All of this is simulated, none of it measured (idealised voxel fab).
The name of this process module is voxel released beams.
For reference, the cross-section in this document is cut, with width 230 nm and square cells of 5 nm.
If you're reading a cross-section in this doc, picture square cells in a grid; it comes to you as bands, top ones listed first down to the bottom, and a band can be one or more rows of cells. Per band: top height and bottom height in nm, followed by the left-to-right materials and their widths in nm; "full width" marks a single material spanning edge to edge, "air" marks empty space. Below 0: as-received wafer, all one material; heights counted from there. Lowest band: no bottom, goes on down, written "0 nm and below". A width such as "30..40" changes by the same amount from each row of cells to the next, from the band's top row to its bottom row. Basically "left unchanged" means that step didn't change any cell in the cross-section. "Unvented cavities" contains a list of empty spaces, each no smaller than 8 cells and without an open way to the top, written in the form width x height at distance with the distance from the left edge and all three in nm. On a step's line, text after the settings is the simulator commenting on that step. If you see "overlay nm" on a step's line and that step has a mask, it's telling you how far right of where it was planned the mask ended up; a negative number means it went left instead.
plan:
| 1 | RECEIVE (material Si) |
| 2 | CONFORMAL_DEP (material SiN; thk nm 5) |
| 3 | DIRECTIONAL_DEP (material SiO2; thk nm 10) |
| 4 | DIRECTIONAL_DEP (material aC; thk nm 10) |
| 5 | PATTERN (tone open; mask id ANCHOR; material resist; width nm 45; thk nm 30; overlay nm -15) |
| 6 | DIRECTIONAL_ETCH (etch materials aC; depth nm 10) |
| 7 | STRIP (etch materials resist) |
| 8 | DIRECTIONAL_ETCH (etch materials SiO2; depth nm 10) |
| 9 | STRIP (etch materials aC) |
| 10 | CONFORMAL_DEP (material TiN; thk nm 15) |
| 11 | PATTERN (tone cover; mask id BEAM; material resist; width nm 120; thk nm 15; overlay nm 0) |
| 12 | DIRECTIONAL_ETCH (etch materials TiN; depth nm 15) |
| 13 | STRIP (etch materials resist) |
| 14 | STRIP (etch materials SiO2) |
Split variable: overlay nm, step 5. Plan value = first wafer. Wafers start alike.
First wafer of several, as received: cross-section after step 1:
0 nm and below  Si full width
Unvented cavities: none
wafer rows; end of module; cells per material since receipt: (+) gained, (-) lost; then closed voids:
overlay nm -15; +46 SiN; +84 TiN; Unvented cavities: none
overlay nm -10; +46 SiN; +84 TiN; Unvented cavities: none
overlay nm -5; +46 SiN; +84 TiN; Unvented cavities: none
overlay nm 0; +46 SiN; +84 TiN; Unvented cavities: none
overlay nm 5; +46 SiN; +84 TiN; Unvented cavities: none
overlay nm 10; +46 SiN; +84 TiN; Unvented cavities: none
overlay nm 15; +46 SiN; +84 TiN; Unvented cavities: none
